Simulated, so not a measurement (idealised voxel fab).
The process module presented herein is designated voxel ribs on slabs.
Shown is cross-section cut, with a width of 220 nm and square cells of size 5 nm.
How to read a cross-section here: the picture is a grid of square cells, written as bands going from the top down, and any band can span one or more rows of cells.
It is stipulated that each band's entry specify, in nanometres, the height of the top of the band and then that of its bottom, followed by the materials of the band in left-to-right sequence, each together with its width in nanometres. A single material marked by the word "throughout" is understood to fill the band from edge to edge; the word "blank" is understood to denote empty space.
A quick word on heights: they are counted from 0, and under that level the wafer as it came to us is one material throughout. The lowest band is different from the rest in having no bottom; it simply continues downward, written as in "from 0 down".
A width such as "30..40" changes by the same amount from each row of cells to the next, from the band's top row to its bottom row.
Where the words "nothing different" appear for a step, the cross-section shows no cell changed by that step; every cell remained as before.
For the entry "Completely sealed voids", the listed items are empty spaces with no open way to the top whose size is 8 cells or more; each item follows the pattern width x height at distance, where distance is from the left edge and all three are in nm.
On a step's line, text after the settings is the simulator commenting on that step.
When a step includes a mask, the "overlay nm" setting on its line states how far to the right of its planned place that mask lay, and negative values state how far to the left.
### Listed below are the process steps as planned
1) RECEIVE,material Si
2) DIRECTIONAL_DEP,material SiO2,thk nm 20
3) DIRECTIONAL_DEP,material SiN,thk nm 25
4) DIRECTIONAL_DEP,material aC,thk nm 15
5) PATTERN,tone cover,mask id RIB,material resist,width nm 15,thk nm 30,overlay nm 0
6) DIRECTIONAL_ETCH,etch materials aC,depth nm 15
7) STRIP,etch materials resist
8) DIRECTIONAL_ETCH,etch materials SiN,depth nm 20
9) STRIP,etch materials aC
10) DIRECTIONAL_DEP,material aC,thk nm 10
11) PATTERN,tone cover,mask id SLAB,material resist,width nm 45,thk nm 30,overlay nm 0
12) DIRECTIONAL_ETCH,etch materials aC,depth nm 10
13) STRIP,etch materials resist
14) DIRECTIONAL_ETCH,etch materials SiN,depth nm 5
15) STRIP,etch materials aC
16) FILL_DEP,material SiO2,thk nm 25
17) CMP,height nm 60
18) DIRECTIONAL_DEP,material TiN,thk nm 5
19) MASKED_ETCH,tone cover,mask id HEATER,width nm 25,etch materials TiN,depth nm 5,overlay nm 0
20) CONFORMAL_DEP,material SiO2,thk nm 10
### What follows covers the first of two wafers; it ran as planned
### Shown in cross-section is the wafer as received, that is, as it stands after step 1
> from 0 down: Si throughout
> Completely sealed voids: none
### You're looking at a cross-section of the wafer after step 2
> from 20 to 0: SiO2 throughout
> For the remainder of the cross-section, below 0, there is no change.
### You're looking at a cross-section of the wafer after step 3
> from 45 to 20: SiN throughout
> For the remainder of the cross-section, below 20, there is no change.
### You're looking at a cross-section of the wafer after step 4
> from 60 to 45: aC throughout
> For the remainder of the cross-section, below 45, there is no change.
### You're looking at a cross-section of the wafer after step 5
> from 90 to 60: 100 of blank; 15 of resist; 105 of blank
> For the remainder of the cross-section, below 60, there is no change.
### You're looking at a cross-section of the wafer after step 6
> from 75 to 60: 100 of blank; 15 of resist; 105 of blank
> from 60 to 45: 100 of blank; 15 of aC; 105 of blank
> For the remainder of the cross-section, below 45, there is no change.
### You're looking at a cross-section of the wafer after step 7
> from 60 to 45: 100 of blank; 15 of aC; 105 of blank
> For the remainder of the cross-section, below 45, there is no change.
### You're looking at a cross-section of the wafer after step 8
> from 60 to 45: 100 of blank; 15 of aC; 105 of blank
> from 45 to 25: 100 of blank; 15 of SiN; 105 of blank
> For the remainder of the cross-section, below 25, there is no change.
### You're looking at a cross-section of the wafer after step 9
> from 45 to 25: 100 of blank; 15 of SiN; 105 of blank
> For the remainder of the cross-section, below 25, there is no change.
### You're looking at a cross-section of the wafer after step 10
> from 55 to 45: 100 of blank; 15 of aC; 105 of blank
> from 45 to 35: 100 of blank; 15 of SiN; 105 of blank
> from 35 to 25: 100 of aC; 15 of SiN; 105 of aC
> For the remainder of the cross-section, below 25, there is no change.
### You're looking at a cross-section of the wafer after step 11
> from 85 to 55: 85 of blank; 45 of resist; 90 of blank
> from 55 to 45: 85 of blank; 15 of resist; 15 of aC; 15 of resist; 90 of blank
> from 45 to 35: 85 of blank; 15 of resist; 15 of SiN; 15 of resist; 90 of blank
> For the remainder of the cross-section, below 35, there is no change.
### You're looking at a cross-section of the wafer after step 12
> from 75 to 55: 85 of blank; 45 of resist; 90 of blank
> from 55 to 45: 85 of blank; 15 of resist; 15 of aC; 15 of resist; 90 of blank
> from 45 to 35: 85 of blank; 15 of resist; 15 of SiN; 15 of resist; 90 of blank
> from 35 to 25: 85 of blank; 15 of aC; 15 of SiN; 15 of aC; 90 of blank
> For the remainder of the cross-section, below 25, there is no change.
### You're looking at a cross-section of the wafer after step 13
> from 55 to 45: 100 of blank; 15 of aC; 105 of blank
> from 45 to 35: 100 of blank; 15 of SiN; 105 of blank
> For the remainder of the cross-section, below 35, there is no change.
### You're looking at a cross-section of the wafer after step 14
> from 55 to 45: 100 of blank; 15 of aC; 105 of blank
> from 45 to 35: 100 of blank; 15 of SiN; 105 of blank
> from 35 to 25: 85 of blank; 15 of aC; 15 of SiN; 15 of aC; 90 of blank
> from 25 to 20: 85 of blank; 45 of SiN; 90 of blank
> For the remainder of the cross-section, below 20, there is no change.
### You're looking at a cross-section of the wafer after step 15
> from 45 to 25: 100 of blank; 15 of SiN; 105 of blank
> For the remainder of the cross-section, below 25, there is no change.
### You're looking at a cross-section of the wafer after step 16
> from 70 to 45: SiO2 throughout
> from 45 to 25: 100 of SiO2; 15 of SiN; 105 of SiO2
> from 25 to 20: 85 of SiO2; 45 of SiN; 90 of SiO2
> For the remainder of the cross-section, below 20, there is no change.
### You're looking at a cross-section of the wafer after step 17
> from 60 to 45: SiO2 throughout
> For the remainder of the cross-section, below 45, there is no change.
### You're looking at a cross-section of the wafer after step 18
> from 65 to 60: TiN throughout
> For the remainder of the cross-section, below 60, there is no change.
### You're looking at a cross-section of the wafer after step 19
> from 65 to 60: 95 of blank; 25 of TiN; 100 of blank
> For the remainder of the cross-section, below 60, there is no change.
### You're looking at a cross-section of the wafer after step 20
> from 75 to 70: 85 of blank; 45 of SiO2; 90 of blank
> from 70 to 65: SiO2 throughout
> from 65 to 60: 95 of SiO2; 25 of TiN; 100 of SiO2
> For the remainder of the cross-section, below 60, there is no change.
### Wafer two. Identical start, identical plan. One mistake in execution. Identical history through step 1
### when step 2 should have ended
> from 40 to 0: SiO2 throughout
> For the remainder of the cross-section, below 0, there is no change.
### when step 3 should have ended
> from 65 to 40: SiN throughout
> For the remainder of the cross-section, below 40, there is no change.
### when step 4 should have ended
> from 80 to 65: aC throughout
> For the remainder of the cross-section, below 65, there is no change.
### when step 5 should have ended
> from 110 to 80: 100 of blank; 15 of resist; 105 of blank
> For the remainder of the cross-section, below 80, there is no change.
### when step 6 should have ended
> from 95 to 80: 100 of blank; 15 of resist; 105 of blank
> from 80 to 65: 100 of blank; 15 of aC; 105 of blank
> For the remainder of the cross-section, below 65, there is no change.
### when step 7 should have ended
> from 80 to 65: 100 of blank; 15 of aC; 105 of blank
> For the remainder of the cross-section, below 65, there is no change.
### when step 8 should have ended
> from 80 to 65: 100 of blank; 15 of aC; 105 of blank
> from 65 to 45: 100 of blank; 15 of SiN; 105 of blank
> For the remainder of the cross-section, below 45, there is no change.
### when step 9 should have ended
> from 65 to 45: 100 of blank; 15 of SiN; 105 of blank
> For the remainder of the cross-section, below 45, there is no change.
### when step 10 should have ended
> from 75 to 65: 100 of blank; 15 of aC; 105 of blank
> from 65 to 55: 100 of blank; 15 of SiN; 105 of blank
> from 55 to 45: 100 of aC; 15 of SiN; 105 of aC
> For the remainder of the cross-section, below 45, there is no change.
### when step 11 should have ended
> from 105 to 75: 85 of blank; 45 of resist; 90 of blank
> from 75 to 65: 85 of blank; 15 of resist; 15 of aC; 15 of resist; 90 of blank
> from 65 to 55: 85 of blank; 15 of resist; 15 of SiN; 15 of resist; 90 of blank
> For the remainder of the cross-section, below 55, there is no change.
### when step 12 should have ended
> from 95 to 75: 85 of blank; 45 of resist; 90 of blank
> from 75 to 65: 85 of blank; 15 of resist; 15 of aC; 15 of resist; 90 of blank
> from 65 to 55: 85 of blank; 15 of resist; 15 of SiN; 15 of resist; 90 of blank
> from 55 to 45: 85 of blank; 15 of aC; 15 of SiN; 15 of aC; 90 of blank
> For the remainder of the cross-section, below 45, there is no change.
### when step 13 should have ended
> from 75 to 65: 100 of blank; 15 of aC; 105 of blank
> from 65 to 55: 100 of blank; 15 of SiN; 105 of blank
> For the remainder of the cross-section, below 55, there is no change.
### when step 14 should have ended
> from 75 to 65: 100 of blank; 15 of aC; 105 of blank
> from 65 to 55: 100 of blank; 15 of SiN; 105 of blank
> from 55 to 45: 85 of blank; 15 of aC; 15 of SiN; 15 of aC; 90 of blank
> from 45 to 40: 85 of blank; 45 of SiN; 90 of blank
> For the remainder of the cross-section, below 40, there is no change.
### when step 15 should have ended
> from 65 to 45: 100 of blank; 15 of SiN; 105 of blank
> For the remainder of the cross-section, below 45, there is no change.
### when step 16 should have ended
> from 90 to 65: SiO2 throughout
> from 65 to 45: 100 of SiO2; 15 of SiN; 105 of SiO2
> from 45 to 40: 85 of SiO2; 45 of SiN; 90 of SiO2
> For the remainder of the cross-section, below 40, there is no change.
### when step 17 should have ended
> from 60 to 45: 100 of SiO2; 15 of SiN; 105 of SiO2
> For the remainder of the cross-section, below 45, there is no change.
### when step 18 should have ended
> from 65 to 60: TiN throughout
> For the remainder of the cross-section, below 60, there is no change.
### when step 19 should have ended
> from 65 to 60: 95 of blank; 25 of TiN; 100 of blank
> For the remainder of the cross-section, below 60, there is no change.
### when step 20 should have ended
> from 75 to 70: 85 of blank; 45 of SiO2; 90 of blank
> from 70 to 65: SiO2 throughout
> from 65 to 60: 95 of SiO2; 25 of TiN; 100 of SiO2
> For the remainder of the cross-section, below 60, there is no change.
Processing error: regarding the plan, step 2 was run twice
Looking at both finished wafers in cells, the second ends up ahead of or behind the first on some materials: SiN: 3 fewer; SiO2: 3 more
